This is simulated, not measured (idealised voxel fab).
The name of this process module is voxel capacitor over wiring.
This is section cut - it's 235 nm across, gridded in 5 nm square cells.
Reading order for cross-sections: top band down to bottom band. Underlying form: a grid of square cells. Band size: one or more rows of cells. Read a band's entry like this: the first values are the height of its top and the height of its bottom in nm, and what follows is the sequence of materials from left to right, each with its width in nm. Note that "blank" is empty space, and that a single material marked "full width" reaches across the band from edge to edge. Where do heights start? At 0: under that level the wafer as delivered is made of one material only. And the lowest band has no floor; it just carries on downward, as in "from 0 down". Width: "30 to 40" (first number = top row, second number = bottom row, same change from row to row of cells). Where a step carries "remained the same", the cross-section came out of it unchanged, cell for cell. In the "Voids, sealed" entry, you get each enclosed empty space of 8 cells or more, one with no open way to the top, written width x height at distance, distance from the left edge, in nm. Heads up: the bit after the settings on a step's line is the simulator's remark on that step. The setting "overlay nm" may be written on the line of a step. When the step uses a mask, the value reports how far to the right of the planned place the mask lay, and a negative value reports that it lay to the left.
plan
1) RECEIVE (material Si)
2) CONFORMAL_DEP (material SiO2; thk nm 10)
3) DIRECTIONAL_DEP (material TiN; thk nm 5)
4) DIRECTIONAL_DEP (material Ru; thk nm 25)
5) DIRECTIONAL_DEP (material aC; thk nm 10)
6) PATTERN (tone cover; mask id METAL_1; material resist; width nm 30; pitch nm 85; thk nm 30; overlay nm 0)
7) DIRECTIONAL_ETCH (etch materials aC; depth nm 10)
8) STRIP (etch materials resist)
9) DIRECTIONAL_ETCH (etch materials Ru; depth nm 25)
10) DIRECTIONAL_ETCH (etch materials TiN; depth nm 5)
11) STRIP (etch materials aC)
12) CONFORMAL_DEP (material SiCN; thk nm 5)
13) FILL_DEP (material lowk; thk nm 5)
14) CMP (height nm 40)
15) CONFORMAL_DEP (material SiCN; thk nm 5)
16) DIRECTIONAL_DEP (material SiO2; thk nm 10)
17) MASKED_ETCH (tone open; mask id PLUG_1; width nm 15; etch materials SiO2; depth nm 10; overlay nm 0)
18) MASKED_ETCH (tone open; mask id PLUG_1; width nm 15; etch materials SiCN; depth nm 5; overlay nm -15)
19) EPI (material Ru; thk nm 10)
20) EPI (material Ru; thk nm 5)
21) DIRECTIONAL_DEP (material TiN; thk nm 10)
22) DIRECTIONAL_DEP (material Al2O3; thk nm 5)
23) DIRECTIONAL_DEP (material TiN; thk nm 5)
24) DIRECTIONAL_DEP (material aC; thk nm 10)
25) PATTERN (tone cover; mask id UPPER_PLATE; material resist; width nm 60; thk nm 30; overlay nm 0)
26) DIRECTIONAL_ETCH (etch materials aC; depth nm 10)
27) STRIP (etch materials resist)
28) DIRECTIONAL_ETCH (etch materials TiN; depth nm 5)
29) DIRECTIONAL_ETCH (etch materials Al2O3; depth nm 5)
30) STRIP (etch materials aC)
31) MASKED_ETCH (tone cover; mask id LOWER_PLATE; width nm 70; etch materials TiN; depth nm 10; overlay nm 0)
32) FILL_DEP (material SiO2; thk nm 20)
33) CMP (height nm 90)
34) DIRECTIONAL_DEP (material aC; thk nm 15)
35) PATTERN (tone open; mask id PLUG_2; material resist; width nm 15; thk nm 30; overlay nm 0)
36) DIRECTIONAL_ETCH (etch materials aC; depth nm 15)
37) STRIP (etch materials resist)
38) DIRECTIONAL_ETCH (etch materials SiO2; depth nm 15)
39) STRIP (etch materials aC)
40) CONFORMAL_DEP (material TiN; thk nm 5)
41) FILL_DEP (material W; thk nm 5)
42) CMP (height nm 90)
43) CONFORMAL_DEP (material SiCN; thk nm 5)
The wafers are alike at the start. At step 18, their overlay nm differs. The plan lists the first wafer's value.
Cross-section of the first incoming wafer of several, state after step 1
> from 0 down: Si full width
> Voids, sealed: none
End of module: cross-section of the first of several wafers after step 43, the last step
> from 95 to 90: SiCN full width
> from 90 to 80: SiO2=85; TiN=5; W=5; TiN=5; SiO2=135
> from 80 to 70: SiO2=85 to 90; TiN=15 to 45; SiO2=135 to 100
> from 70 to 65: SiO2=90; Al2O3=45; SiO2=100
> from 65 to 60: SiO2=70; TiN=70; SiO2=95
> from 60 to 55: SiO2=70; TiN=5; Al2O3=15; TiN=50; SiO2=95
> from 55 to 45: SiO2=75; TiN=15; SiO2=145
> from 45 to 40: SiCN full width
> from 40 to 15: lowk=55; SiCN=5; Ru=30; SiCN=5; lowk=45; SiCN=5; Ru=30; SiCN=5; lowk=55
> from 15 to 10: SiCN=60; TiN=30; SiCN=55; TiN=30; SiCN=60
> from 10 to 0: SiO2 full width
> from 0 down: Si full width
> Voids, sealed: none
Module end, final wafer: cross-section
> from 95 to 90: SiCN full width
> from 90 to 80: SiO2=85; TiN=5; W=5; TiN=5; SiO2=135
> from 80 to 70: SiO2=85 to 90; TiN=15 to 45; SiO2=135 to 100
> from 70 to 65: SiO2=90; Al2O3=45; SiO2=100
> from 65 to 60: SiO2=70; TiN=70; SiO2=95
> from 60 to 55: SiO2=70; TiN=5; Al2O3=15; TiN=50; SiO2=95
> from 55 to 45: SiO2=75; TiN=15; SiO2=145
> from 45 to 40: SiCN full width
> from 40 to 15: lowk=55; SiCN=5; Ru=30; SiCN=5; lowk=45; SiCN=5; Ru=30; SiCN=5; lowk=55
> from 15 to 10: SiCN=60; TiN=30; SiCN=55; TiN=30; SiCN=60
> from 10 to 0: SiO2 full width
> from 0 down: Si full width
> Voids, sealed: none
Basically each wafer gets a line in the table, showing it at the end of the module: material by material, the cells it gained (+) or lost (-) since we got it, then its closed voids
overlay nm -15, +12 Al2O3, +60 Ru, +149 SiCN, +456 SiO2, +59 TiN, +2 W, +155 lowk, Voids, sealed: none
overlay nm -10, +12 Al2O3, +67 Ru, +148 SiCN, +450 SiO2, +59 TiN, +2 W, +155 lowk, Voids, sealed: none
overlay nm -5, +12 Al2O3, +68 Ru, +147 SiCN, +450 SiO2, +59 TiN, +2 W, +155 lowk, Voids, sealed: none
overlay nm 0, +12 Al2O3, +69 Ru, +146 SiCN, +450 SiO2, +59 TiN, +2 W, +155 lowk, Voids, sealed: none
overlay nm 5, +12 Al2O3, +68 Ru, +147 SiCN, +450 SiO2, +59 TiN, +2 W, +155 lowk, Voids, sealed: none
overlay nm 10, +12 Al2O3, +67 Ru, +148 SiCN, +450 SiO2, +59 TiN, +2 W, +155 lowk, Voids, sealed: none
overlay nm 15, +12 Al2O3, +60 Ru, +149 SiCN, +456 SiO2, +59 TiN, +2 W, +155 lowk, Voids, sealed: none
